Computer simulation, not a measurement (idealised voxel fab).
This section sets out a process module, namely voxel local oxidation.
The cross-section shown here is cut; it is 220 nm wide and divided into square cells measuring 5 nm on a side.
Cross-section = grid of square cells, listed top down in bands; band = one or more rows.
It is stipulated that each band's entry specify, in nanometres, the height of the top of the band and then that of its bottom, followed by the materials of the band in left-to-right sequence, each together with its width in nanometres. A single material marked by the word "throughout" is understood to fill the band from edge to edge; the word "blank" is understood to denote empty space.
Measure heights from 0. That's the level where, below it, the as-received wafer is all one material. The lowest band is bottomless and extends downward; write it as in "0 down".
The two numbers in a width such as "30->40" mark its ends across the band: the first belongs to the top row of cells, the second to the bottom row, and from each row to the next the width moves by the same amount.
"stayed the same" means the step left every cell of the cross-section as it was.
Listed in "closed voids": every empty space of 8 or more cells without an open way to the top. Form: width x height at distance, the distance being from the left edge, all in nm.
The remark found on a step's line after its settings is issued by the simulator itself and pertains to that step.
The optional step-line setting "overlay nm" applies to steps with a mask and quantifies how far to the right of its planned location the mask lay, a negative value indicating leftward placement.
## plan
- 1: RECEIVE, material Si
- 2: CONFORMAL_DEP, material SiO2, thk nm 5
- 3: CONFORMAL_DEP, material SiN, thk nm 10
- 4: MASKED_ETCH, tone cover, mask id ACTIVE, width nm 85, etch materials SiN, depth nm 10, overlay nm 0
- 5: SELECTIVE_ETCH, etch materials SiO2, depth nm 5
- 6: OXIDIZE, depth nm 15
- 7: STRIP, etch materials SiN
Keep in mind the plan's value for the width nm of step 4 comes from the first wafer; the wafers don't share that setting, but they do share the same starting point.
## Cross-section: the first of several wafers in its as-received state, i.e. following step 1
    0 down  Si throughout
    closed voids: none
## Per-wafer rows below. For each material: cells gained (+) or lost (-) since the wafer was received, as of end of module. Then: closed voids
width nm 85; -105 Si; +120 SiO2; closed voids: none
width nm 90; -102 Si; +118 SiO2; closed voids: none
width nm 95; -99 Si; +116 SiO2; closed voids: none
width nm 100; -96 Si; +114 SiO2; closed voids: none
width nm 105; -93 Si; +112 SiO2; closed voids: none
width nm 110; -90 Si; +110 SiO2; closed voids: none
